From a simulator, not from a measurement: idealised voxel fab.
process module | voxel transistor to metal
cross-section cut | 140 nm wide | cells 5 nm
A cross-section is a grid of square cells, given in bands from the top down. A band is one or more rows of cells.
Each band's line starts with the height of the band's top and of its bottom, in nm. Then come its materials from left to right, each with its width in nm. One material with "throughout" fills the band from edge to edge. "air" is empty space.
Height 0 is the level under which the wafer as received is all one material. The lowest band goes on downwards, as in "0 down".
A width such as "30 to 40" changes by the same amount from each row of cells to the next, from the band's top row to its bottom row.
"no change" after a step means that no cell of the cross-section changed.
closed voids: empty space of 8 cells or more with no open way to the top, each as width x height at its distance from the left edge, in nm
after a step's settings: what the simulator itself notes on the step
overlay nm, on a step with a mask: how far to the right of its planned place the mask lay; to the left if negative
plan
1 op RECEIVE | material Si
2 op OXIDIZE | depth nm 5
3 op CONFORMAL_DEP | material SiN | thk nm 10
4 op PATTERN | tone cover | mask id ACTIVE | material resist | width nm 105 | thk nm 15 | overlay nm 0
5 op DIRECTIONAL_ETCH | etch materials SiN | depth nm 10
6 op DIRECTIONAL_ETCH | etch materials SiO2 | depth nm 5
7 op DIRECTIONAL_ETCH | etch materials Si | depth nm 25
8 op STRIP | etch materials resist
9 op OXIDIZE | depth nm 5
10 op FILL_DEP | material SiO2 | thk nm 5
11 op CMP | height nm 10
12 op SELECTIVE_ETCH | etch materials SiO2 | depth nm 10
13 op STRIP | etch materials SiN
14 op SELECTIVE_ETCH | etch materials SiO2 | depth nm 5
15 op OXIDIZE | depth nm 5
16 op DIRECTIONAL_DEP | material polySi | thk nm 25
17 op DIRECTIONAL_DEP | material SiCN | thk nm 15
18 op PATTERN | tone cover | mask id GATE | material resist | width nm 15 | thk nm 20 | overlay nm 0
19 op DIRECTIONAL_ETCH | etch materials SiCN | depth nm 25
20 op DIRECTIONAL_ETCH | etch materials polySi | depth nm 35
21 op STRIP | etch materials resist
22 op CONFORMAL_DEP | material SiO2 | thk nm 5
23 op DIRECTIONAL_ETCH | etch materials SiO2 | depth nm 5
24 op CONFORMAL_DEP | material SiN | thk nm 5
25 op DIRECTIONAL_ETCH | etch materials SiN | depth nm 5
26 op DIRECTIONAL_ETCH | etch materials SiO2 | depth nm 5
27 op DIRECTIONAL_ETCH | etch materials Si | depth nm 10
28 op EPI | material SiGe | thk nm 10
29 op FILL_DEP | material SiO2 | thk nm 10
30 op CMP | height nm 35
31 op DIRECTIONAL_DEP | material SiO2 | thk nm 15
32 op MASKED_ETCH | tone open | mask id CONTACT | width nm 20 | pitch nm 75 | etch materials SiO2 | depth nm 60 | overlay nm 0
33 op CONFORMAL_DEP | material TiN | thk nm 5
34 op FILL_DEP | material W | thk nm 5
35 op CMP | height nm 50
36 op CONFORMAL_DEP | material SiN | thk nm 5
37 op DIRECTIONAL_DEP | material SiO2 | thk nm 25
38 op MASKED_ETCH | tone open | mask id METAL_1 | width nm 20 | pitch nm 75 | etch materials SiO2 | depth nm 25 | overlay nm 0
39 op MASKED_ETCH | tone open | mask id METAL_1 | width nm 20 | pitch nm 75 | etch materials SiN | depth nm 5 | overlay nm 0
40 op CONFORMAL_DEP | material TiN | thk nm 5
41 op FILL_DEP | material Cu | thk nm 10
42 op CMP | height nm 80
43 op CONFORMAL_DEP | material SiCN | thk nm 5
44 op DIRECTIONAL_DEP | material SiO2 | thk nm 35
45 op MASKED_ETCH | tone open | mask id METAL_2_HOLES | width nm 15 | pitch nm 75 | etch materials SiO2 | depth nm 35 | overlay nm 0
46 op DIRECTIONAL_DEP | material aC | thk nm 15
47 op PATTERN | tone open | mask id METAL_2 | material resist | width nm 20 | pitch nm 75 | thk nm 35 | overlay nm 0
48 op DIRECTIONAL_ETCH | etch materials aC | depth nm 15
49 op STRIP | etch materials resist
50 op DIRECTIONAL_ETCH | etch materials SiO2 | depth nm 20
51 op DIRECTIONAL_ETCH | etch materials SiCN | depth nm 5
52 op STRIP | etch materials aC
53 op CONFORMAL_DEP | material TiN | thk nm 5
54 op FILL_DEP | material Ru | thk nm 10
55 op CMP | height nm 120
56 op CONFORMAL_DEP | material SiN | thk nm 5
first wafer, as planned
as received, after step 1
  0 down: Si throughout
  closed voids: none
after step 2
  0 to -5: SiO2 throughout
  below -5: unchanged
after step 3
  10 to 0: SiN throughout
  below 0: unchanged
after step 4
  25 to 10: air 15 | resist 105 | air 20
  below 10: unchanged
after step 5
  25 to 10: air 15 | resist 105 | air 20
  10 to 0: air 15 | SiN 105 | air 20
  below 0: unchanged
after step 6
  25 to 10: air 15 | resist 105 | air 20
  10 to 0: air 15 | SiN 105 | air 20
  0 to -5: air 15 | SiO2 105 | air 20
  below -5: unchanged
after step 7
  25 to 10: air 15 | resist 105 | air 20
  10 to 0: air 15 | SiN 105 | air 20
  0 to -5: air 15 | SiO2 105 | air 20
  -5 to -30: air 15 | Si 105 | air 20
  below -30: unchanged
after step 8
  10 to 0: air 15 | SiN 105 | air 20
  below 0: unchanged
after step 9
  10 to 0: air 15 | SiN 105 | air 20
  0 to -5: air 15 | SiO2 105 | air 20
  -5 to -30: air 15 | SiO2 5 | Si 95 | SiO2 5 | air 20
  -30 to -35: SiO2 20 | Si 95 | SiO2 25
  below -35: unchanged
after step 10
  15 to 10: SiO2 throughout
  10 to 0: SiO2 15 | SiN 105 | SiO2 20
  0 to -5: SiO2 throughout
  -5 to -35: SiO2 20 | Si 95 | SiO2 25
  below -35: unchanged
after step 11
  10 to 0: SiO2 15 | SiN 105 | SiO2 20
  below 0: unchanged
after step 12
  10 to 0: air 15 | SiN 105 | air 20
  below 0: unchanged
after step 13
  0 to -5: SiO2 throughout
  below -5: unchanged
after step 14
  -5 to -35: SiO2 20 | Si 95 | SiO2 25
  below -35: unchanged
after step 15
  -5 to -10: SiO2 throughout
  below -10: unchanged
after step 16
  20 to -5: polySi throughout
  below -5: unchanged
after step 17
  35 to 20: SiCN throughout
  below 20: unchanged
after step 18
  55 to 35: air 60 | resist 15 | air 65
  below 35: unchanged
after step 19
  55 to 35: air 60 | resist 15 | air 65
  35 to 20: air 60 | SiCN 15 | air 65
  below 20: unchanged
after step 20
  55 to 35: air 60 | resist 15 | air 65
  35 to 20: air 60 | SiCN 15 | air 65
  20 to -5: air 60 | polySi 15 | air 65
  below -5: unchanged
after step 21
  35 to 20: air 60 | SiCN 15 | air 65
  below 20: unchanged
after step 22
  40 to 35: air 55 | SiO2 25 | air 60
  35 to 20: air 55 | SiO2 5 | SiCN 15 | SiO2 5 | air 60
  20 to 0: air 55 | SiO2 5 | polySi 15 | SiO2 5 | air 60
  0 to -5: SiO2 60 | polySi 15 | SiO2 65
  below -5: unchanged
after step 23
  35 to 20: air 55 | SiO2 5 | SiCN 15 | SiO2 5 | air 60
  20 to -5: air 55 | SiO2 5 | polySi 15 | SiO2 5 | air 60
  below -5: unchanged
after step 24
  40 to 35: air 50 | SiN 35 | air 55
  35 to 20: air 50 | SiN 5 | SiO2 5 | SiCN 15 | SiO2 5 | SiN 5 | air 55
  20 to 0: air 50 | SiN 5 | SiO2 5 | polySi 15 | SiO2 5 | SiN 5 | air 55
  0 to -5: SiN 55 | SiO2 5 | polySi 15 | SiO2 5 | SiN 60
  below -5: unchanged
after step 25
  35 to 20: air 50 | SiN 5 | SiO2 5 | SiCN 15 | SiO2 5 | SiN 5 | air 55
  20 to -5: air 50 | SiN 5 | SiO2 5 | polySi 15 | SiO2 5 | SiN 5 | air 55
  below -5: unchanged
after step 26
  35 to 30: air 50 | SiN 5 | air 5 | SiCN 15 | air 5 | SiN 5 | air 55
  30 to 20: air 50 | SiN 5 | SiO2 5 | SiCN 15 | SiO2 5 | SiN 5 | air 55
  20 to -5: air 50 | SiN 5 | SiO2 5 | polySi 15 | SiO2 5 | SiN 5 | air 55
  -5 to -10: air 50 | SiO2 35 | air 55
  below -10: unchanged
after step 27
  35 to 30: air 50 | SiN 5 | air 5 | SiCN 15 | air 5 | SiN 5 | air 55
  30 to 20: air 50 | SiN 5 | SiO2 5 | SiCN 15 | SiO2 5 | SiN 5 | air 55
  20 to -5: air 50 | SiN 5 | SiO2 5 | polySi 15 | SiO2 5 | SiN 5 | air 55
  -5 to -10: air 50 | SiO2 35 | air 55
  -10 to -20: SiO2 20 | air 30 | Si 35 | air 30 | SiO2 25
  below -20: unchanged
after step 28
  35 to 30: air 50 | SiN 5 | air 5 | SiCN 15 | air 5 | SiN 5 | air 55
  30 to 20: air 50 | SiN 5 | SiO2 5 | SiCN 15 | SiO2 5 | SiN 5 | air 55
  20 to 0: air 50 | SiN 5 | SiO2 5 | polySi 15 | SiO2 5 | SiN 5 | air 55
  0 to -5: air 40 | SiGe 10 | SiN 5 | SiO2 5 | polySi 15 | SiO2 5 | SiN 5 | SiGe 10 | air 45
  -5 to -10: air 40 | SiGe 10 | SiO2 35 | SiGe 10 | air 45
  -10 to -20: SiO2 20 | SiGe 30 | Si 35 | SiGe 30 | SiO2 25
  below -20: unchanged
after step 29
  45 to 35: SiO2 throughout
  35 to 20: SiO2 50 | SiN 5 | SiO2 5 | SiCN 15 | SiO2 5 | SiN 5 | SiO2 55
  20 to 0: SiO2 50 | SiN 5 | SiO2 5 | polySi 15 | SiO2 5 | SiN 5 | SiO2 55
  0 to -5: SiO2 40 | SiGe 10 | SiN 5 | SiO2 5 | polySi 15 | SiO2 5 | SiN 5 | SiGe 10 | SiO2 45
  -5 to -10: SiO2 40 | SiGe 10 | SiO2 35 | SiGe 10 | SiO2 45
  below -10: unchanged
after step 30
  35 to 20: SiO2 50 | SiN 5 | SiO2 5 | SiCN 15 | SiO2 5 | SiN 5 | SiO2 55
  below 20: unchanged
after step 31
  50 to 35: SiO2 throughout
  below 35: unchanged
after step 32
  50 to 35: SiO2 20 | air 20 | SiO2 55 | air 20 | SiO2 25
  35 to 20: SiO2 20 | air 20 | SiO2 10 | SiN 5 | SiO2 5 | SiCN 15 | SiO2 5 | SiN 5 | SiO2 10 | air 20 | SiO2 25
  20 to 0: SiO2 20 | air 20 | SiO2 10 | SiN 5 | SiO2 5 | polySi 15 | SiO2 5 | SiN 5 | SiO2 10 | air 20 | SiO2 25
  0 to -5: SiO2 20 | air 20 | SiGe 10 | SiN 5 | SiO2 5 | polySi 15 | SiO2 5 | SiN 5 | SiGe 10 | air 20 | SiO2 25
  -5 to -10: SiO2 20 | air 20 | SiGe 10 | SiO2 35 | SiGe 10 | air 20 | SiO2 25
  below -10: unchanged
after step 33
  55 to 50: TiN 25 | air 10 | TiN 65 | air 10 | TiN 30
  50 to 35: SiO2 20 | TiN 5 | air 10 | TiN 5 | SiO2 55 | TiN 5 | air 10 | TiN 5 | SiO2 25
  35 to 20: SiO2 20 | TiN 5 | air 10 | TiN 5 | SiO2 10 | SiN 5 | SiO2 5 | SiCN 15 | SiO2 5 | SiN 5 | SiO2 10 | TiN 5 | air 10 | TiN 5 | SiO2 25
  20 to 0: SiO2 20 | TiN 5 | air 10 | TiN 5 | SiO2 10 | SiN 5 | SiO2 5 | polySi 15 | SiO2 5 | SiN 5 | SiO2 10 | TiN 5 | air 10 | TiN 5 | SiO2 25
  0 to -5: SiO2 20 | TiN 5 | air 10 | TiN 5 | SiGe 10 | SiN 5 | SiO2 5 | polySi 15 | SiO2 5 | SiN 5 | SiGe 10 | TiN 5 | air 10 | TiN 5 | SiO2 25
  -5 to -10: SiO2 20 | TiN 20 | SiGe 10 | SiO2 35 | SiGe 10 | TiN 20 | SiO2 25
  below -10: unchanged
after step 34
  60 to 55: W throughout
  55 to 50: TiN 25 | W 10 | TiN 65 | W 10 | TiN 30
  50 to 35: SiO2 20 | TiN 5 | W 10 | TiN 5 | SiO2 55 | TiN 5 | W 10 | TiN 5 | SiO2 25
  35 to 20: SiO2 20 | TiN 5 | W 10 | TiN 5 | SiO2 10 | SiN 5 | SiO2 5 | SiCN 15 | SiO2 5 | SiN 5 | SiO2 10 | TiN 5 | W 10 | TiN 5 | SiO2 25
  20 to 0: SiO2 20 | TiN 5 | W 10 | TiN 5 | SiO2 10 | SiN 5 | SiO2 5 | polySi 15 | SiO2 5 | SiN 5 | SiO2 10 | TiN 5 | W 10 | TiN 5 | SiO2 25
  0 to -5: SiO2 20 | TiN 5 | W 10 | TiN 5 | SiGe 10 | SiN 5 | SiO2 5 | polySi 15 | SiO2 5 | SiN 5 | SiGe 10 | TiN 5 | W 10 | TiN 5 | SiO2 25
  below -5: unchanged
after step 35
  50 to 35: SiO2 20 | TiN 5 | W 10 | TiN 5 | SiO2 55 | TiN 5 | W 10 | TiN 5 | SiO2 25
  below 35: unchanged
after step 36
  55 to 50: SiN throughout
  below 50: unchanged
after step 37
  80 to 55: SiO2 throughout
  below 55: unchanged
after step 38
  80 to 55: SiO2 20 | air 20 | SiO2 55 | air 20 | SiO2 25
  below 55: unchanged
after step 39
  80 to 55: SiO2 20 | air 20 | SiO2 55 | air 20 | SiO2 25
  55 to 50: SiN 20 | air 20 | SiN 55 | air 20 | SiN 25
  below 50: unchanged
after step 40
  85 to 80: TiN 25 | air 10 | TiN 65 | air 10 | TiN 30
  80 to 55: SiO2 20 | TiN 5 | air 10 | TiN 5 | SiO2 55 | TiN 5 | air 10 | TiN 5 | SiO2 25
  55 to 50: SiN 20 | TiN 20 | SiN 55 | TiN 20 | SiN 25
  below 50: unchanged
after step 41
  95 to 85: Cu throughout
  85 to 80: TiN 25 | Cu 10 | TiN 65 | Cu 10 | TiN 30
  80 to 55: SiO2 20 | TiN 5 | Cu 10 | TiN 5 | SiO2 55 | TiN 5 | Cu 10 | TiN 5 | SiO2 25
  below 55: unchanged
after step 42
  80 to 55: SiO2 20 | TiN 5 | Cu 10 | TiN 5 | SiO2 55 | TiN 5 | Cu 10 | TiN 5 | SiO2 25
  below 55: unchanged
after step 43
  85 to 80: SiCN throughout
  below 80: unchanged
after step 44
  120 to 85: SiO2 throughout
  below 85: unchanged
after step 45
  120 to 85: SiO2 20 | air 15 | SiO2 60 | air 15 | SiO2 30
  below 85: unchanged
after step 46
  135 to 120: aC 20 | air 15 | aC 60 | air 15 | aC 30
  120 to 100: SiO2 20 | air 15 | SiO2 60 | air 15 | SiO2 30
  100 to 85: SiO2 20 | aC 15 | SiO2 60 | aC 15 | SiO2 30
  below 85: unchanged
after step 47
  170 to 135: resist 20 | air 20 | resist 55 | air 20 | resist 25
  below 135: unchanged
after step 48
  155 to 135: resist 20 | air 20 | resist 55 | air 20 | resist 25
  135 to 120: aC 20 | air 20 | aC 55 | air 20 | aC 25
  120 to 85: SiO2 20 | air 15 | SiO2 60 | air 15 | SiO2 30
  below 85: unchanged
after step 49
  135 to 120: aC 20 | air 20 | aC 55 | air 20 | aC 25
  below 120: unchanged
after step 50
  135 to 120: aC 20 | air 20 | aC 55 | air 20 | aC 25
  120 to 100: SiO2 20 | air 20 | SiO2 55 | air 20 | SiO2 25
  below 100: unchanged
after step 51
  135 to 120: aC 20 | air 20 | aC 55 | air 20 | aC 25
  120 to 100: SiO2 20 | air 20 | SiO2 55 | air 20 | SiO2 25
  100 to 85: SiO2 20 | air 15 | SiO2 60 | air 15 | SiO2 30
  85 to 80: SiCN 20 | air 15 | SiCN 60 | air 15 | SiCN 30
  below 80: unchanged
after step 52
  120 to 100: SiO2 20 | air 20 | SiO2 55 | air 20 | SiO2 25
  below 100: unchanged
after step 53
  125 to 120: TiN 25 | air 10 | TiN 65 | air 10 | TiN 30
  120 to 105: SiO2 20 | TiN 5 | air 10 | TiN 5 | SiO2 55 | TiN 5 | air 10 | TiN 5 | SiO2 25
  105 to 100: SiO2 20 | TiN 5 | air 5 | TiN 10 | SiO2 55 | TiN 5 | air 5 | TiN 10 | SiO2 25
  100 to 85: SiO2 20 | TiN 5 | air 5 | TiN 5 | SiO2 60 | TiN 5 | air 5 | TiN 5 | SiO2 30
  85 to 80: SiCN 20 | TiN 15 | SiCN 60 | TiN 15 | SiCN 30
  below 80: unchanged
after step 54
  135 to 125: Ru throughout
  125 to 120: TiN 25 | Ru 10 | TiN 65 | Ru 10 | TiN 30
  120 to 105: SiO2 20 | TiN 5 | Ru 10 | TiN 5 | SiO2 55 | TiN 5 | Ru 10 | TiN 5 | SiO2 25
  105 to 100: SiO2 20 | TiN 5 | Ru 5 | TiN 10 | SiO2 55 | TiN 5 | Ru 5 | TiN 10 | SiO2 25
  100 to 85: SiO2 20 | TiN 5 | Ru 5 | TiN 5 | SiO2 60 | TiN 5 | Ru 5 | TiN 5 | SiO2 30
  below 85: unchanged
after step 55
  120 to 105: SiO2 20 | TiN 5 | Ru 10 | TiN 5 | SiO2 55 | TiN 5 | Ru 10 | TiN 5 | SiO2 25
  below 105: unchanged
after step 56
  125 to 120: SiN throughout
  below 120: unchanged
second wafer: like start, like plan, one mistake. Through step 16 it matches the first wafer
when step 17 should have ended
  50 to 20: SiCN throughout
  below 20: unchanged
when step 18 should have ended
  70 to 50: air 60 | resist 15 | air 65
  below 50: unchanged
when step 19 should have ended
  70 to 50: air 60 | resist 15 | air 65
  50 to 25: air 60 | SiCN 15 | air 65
  below 25: unchanged
when step 20 should have ended: no change
when step 21 should have ended
  50 to 25: air 60 | SiCN 15 | air 65
  below 25: unchanged
when step 22 should have ended
  55 to 50: air 55 | SiO2 25 | air 60
  50 to 30: air 55 | SiO2 5 | SiCN 15 | SiO2 5 | air 60
  30 to 25: SiO2 60 | SiCN 15 | SiO2 65
  below 25: unchanged
when step 23 should have ended
  50 to 25: air 55 | SiO2 5 | SiCN 15 | SiO2 5 | air 60
  below 25: unchanged
when step 24 should have ended
  55 to 50: air 50 | SiN 35 | air 55
  50 to 30: air 50 | SiN 5 | SiO2 5 | SiCN 15 | SiO2 5 | SiN 5 | air 55
  30 to 25: SiN 55 | SiO2 5 | SiCN 15 | SiO2 5 | SiN 60
  below 25: unchanged
when step 25 should have ended
  50 to 25: air 50 | SiN 5 | SiO2 5 | SiCN 15 | SiO2 5 | SiN 5 | air 55
  below 25: unchanged
when step 26 should have ended
  50 to 45: air 50 | SiN 5 | air 5 | SiCN 15 | air 5 | SiN 5 | air 55
  below 45: unchanged
when step 27 should have ended: no change
when step 28 should have ended: no change
when step 29 should have ended
  60 to 50: SiO2 throughout
  50 to 25: SiO2 50 | SiN 5 | SiO2 5 | SiCN 15 | SiO2 5 | SiN 5 | SiO2 55
  below 25: unchanged
when step 30 should have ended
  35 to 25: SiO2 50 | SiN 5 | SiO2 5 | SiCN 15 | SiO2 5 | SiN 5 | SiO2 55
  below 25: unchanged
when step 31 should have ended
  50 to 35: SiO2 throughout
  below 35: unchanged
when step 32 should have ended
  50 to 35: SiO2 20 | air 20 | SiO2 55 | air 20 | SiO2 25
  35 to 25: SiO2 20 | air 20 | SiO2 10 | SiN 5 | SiO2 5 | SiCN 15 | SiO2 5 | SiN 5 | SiO2 10 | air 20 | SiO2 25
  below 25: unchanged
when step 33 should have ended
  55 to 50: TiN 25 | air 10 | TiN 65 | air 10 | TiN 30
  50 to 35: SiO2 20 | TiN 5 | air 10 | TiN 5 | SiO2 55 | TiN 5 | air 10 | TiN 5 | SiO2 25
  35 to 30: SiO2 20 | TiN 5 | air 10 | TiN 5 | SiO2 10 | SiN 5 | SiO2 5 | SiCN 15 | SiO2 5 | SiN 5 | SiO2 10 | TiN 5 | air 10 | TiN 5 | SiO2 25
  30 to 25: SiO2 20 | TiN 20 | SiO2 10 | SiN 5 | SiO2 5 | SiCN 15 | SiO2 5 | SiN 5 | SiO2 10 | TiN 20 | SiO2 25
  below 25: unchanged
when step 34 should have ended
  60 to 55: W throughout
  55 to 50: TiN 25 | W 10 | TiN 65 | W 10 | TiN 30
  50 to 35: SiO2 20 | TiN 5 | W 10 | TiN 5 | SiO2 55 | TiN 5 | W 10 | TiN 5 | SiO2 25
  35 to 30: SiO2 20 | TiN 5 | W 10 | TiN 5 | SiO2 10 | SiN 5 | SiO2 5 | SiCN 15 | SiO2 5 | SiN 5 | SiO2 10 | TiN 5 | W 10 | TiN 5 | SiO2 25
  below 30: unchanged
when step 35 should have ended
  50 to 35: SiO2 20 | TiN 5 | W 10 | TiN 5 | SiO2 55 | TiN 5 | W 10 | TiN 5 | SiO2 25
  below 35: unchanged
when step 36 should have ended
  55 to 50: SiN throughout
  below 50: unchanged
when step 37 should have ended
  80 to 55: SiO2 throughout
  below 55: unchanged
when step 38 should have ended
  80 to 55: SiO2 20 | air 20 | SiO2 55 | air 20 | SiO2 25
  below 55: unchanged
when step 39 should have ended
  80 to 55: SiO2 20 | air 20 | SiO2 55 | air 20 | SiO2 25
  55 to 50: SiN 20 | air 20 | SiN 55 | air 20 | SiN 25
  below 50: unchanged
when step 40 should have ended
  85 to 80: TiN 25 | air 10 | TiN 65 | air 10 | TiN 30
  80 to 55: SiO2 20 | TiN 5 | air 10 | TiN 5 | SiO2 55 | TiN 5 | air 10 | TiN 5 | SiO2 25
  55 to 50: SiN 20 | TiN 20 | SiN 55 | TiN 20 | SiN 25
  below 50: unchanged
when step 41 should have ended
  95 to 85: Cu throughout
  85 to 80: TiN 25 | Cu 10 | TiN 65 | Cu 10 | TiN 30
  80 to 55: SiO2 20 | TiN 5 | Cu 10 | TiN 5 | SiO2 55 | TiN 5 | Cu 10 | TiN 5 | SiO2 25
  below 55: unchanged
when step 42 should have ended
  80 to 55: SiO2 20 | TiN 5 | Cu 10 | TiN 5 | SiO2 55 | TiN 5 | Cu 10 | TiN 5 | SiO2 25
  below 55: unchanged
when step 43 should have ended
  85 to 80: SiCN throughout
  below 80: unchanged
when step 44 should have ended
  120 to 85: SiO2 throughout
  below 85: unchanged
when step 45 should have ended
  120 to 85: SiO2 20 | air 15 | SiO2 60 | air 15 | SiO2 30
  below 85: unchanged
when step 46 should have ended
  135 to 120: aC 20 | air 15 | aC 60 | air 15 | aC 30
  120 to 100: SiO2 20 | air 15 | SiO2 60 | air 15 | SiO2 30
  100 to 85: SiO2 20 | aC 15 | SiO2 60 | aC 15 | SiO2 30
  below 85: unchanged
when step 47 should have ended
  170 to 135: resist 20 | air 20 | resist 55 | air 20 | resist 25
  below 135: unchanged
when step 48 should have ended
  155 to 135: resist 20 | air 20 | resist 55 | air 20 | resist 25
  135 to 120: aC 20 | air 20 | aC 55 | air 20 | aC 25
  120 to 85: SiO2 20 | air 15 | SiO2 60 | air 15 | SiO2 30
  below 85: unchanged
when step 49 should have ended
  135 to 120: aC 20 | air 20 | aC 55 | air 20 | aC 25
  below 120: unchanged
when step 50 should have ended
  135 to 120: aC 20 | air 20 | aC 55 | air 20 | aC 25
  120 to 100: SiO2 20 | air 20 | SiO2 55 | air 20 | SiO2 25
  below 100: unchanged
when step 51 should have ended
  135 to 120: aC 20 | air 20 | aC 55 | air 20 | aC 25
  120 to 100: SiO2 20 | air 20 | SiO2 55 | air 20 | SiO2 25
  100 to 85: SiO2 20 | air 15 | SiO2 60 | air 15 | SiO2 30
  85 to 80: SiCN 20 | air 15 | SiCN 60 | air 15 | SiCN 30
  below 80: unchanged
when step 52 should have ended
  120 to 100: SiO2 20 | air 20 | SiO2 55 | air 20 | SiO2 25
  below 100: unchanged
when step 53 should have ended
  125 to 120: TiN 25 | air 10 | TiN 65 | air 10 | TiN 30
  120 to 105: SiO2 20 | TiN 5 | air 10 | TiN 5 | SiO2 55 | TiN 5 | air 10 | TiN 5 | SiO2 25
  105 to 100: SiO2 20 | TiN 5 | air 5 | TiN 10 | SiO2 55 | TiN 5 | air 5 | TiN 10 | SiO2 25
  100 to 85: SiO2 20 | TiN 5 | air 5 | TiN 5 | SiO2 60 | TiN 5 | air 5 | TiN 5 | SiO2 30
  85 to 80: SiCN 20 | TiN 15 | SiCN 60 | TiN 15 | SiCN 30
  below 80: unchanged
when step 54 should have ended
  135 to 125: Ru throughout
  125 to 120: TiN 25 | Ru 10 | TiN 65 | Ru 10 | TiN 30
  120 to 105: SiO2 20 | TiN 5 | Ru 10 | TiN 5 | SiO2 55 | TiN 5 | Ru 10 | TiN 5 | SiO2 25
  105 to 100: SiO2 20 | TiN 5 | Ru 5 | TiN 10 | SiO2 55 | TiN 5 | Ru 5 | TiN 10 | SiO2 25
  100 to 85: SiO2 20 | TiN 5 | Ru 5 | TiN 5 | SiO2 60 | TiN 5 | Ru 5 | TiN 5 | SiO2 30
  below 85: unchanged
when step 55 should have ended
  120 to 105: SiO2 20 | TiN 5 | Ru 10 | TiN 5 | SiO2 55 | TiN 5 | Ru 10 | TiN 5 | SiO2 25
  below 105: unchanged
when step 56 should have ended
  125 to 120: SiN throughout
  below 120: unchanged
what went wrong: step 17 was run twice
at the end the second wafer has, in cells: 24 more of Si | 25 more of SiCN | 32 fewer of SiGe | 12 fewer of SiN | 74 fewer of SiO2 | 28 fewer of TiN | 28 fewer of W | 125 more of polySi
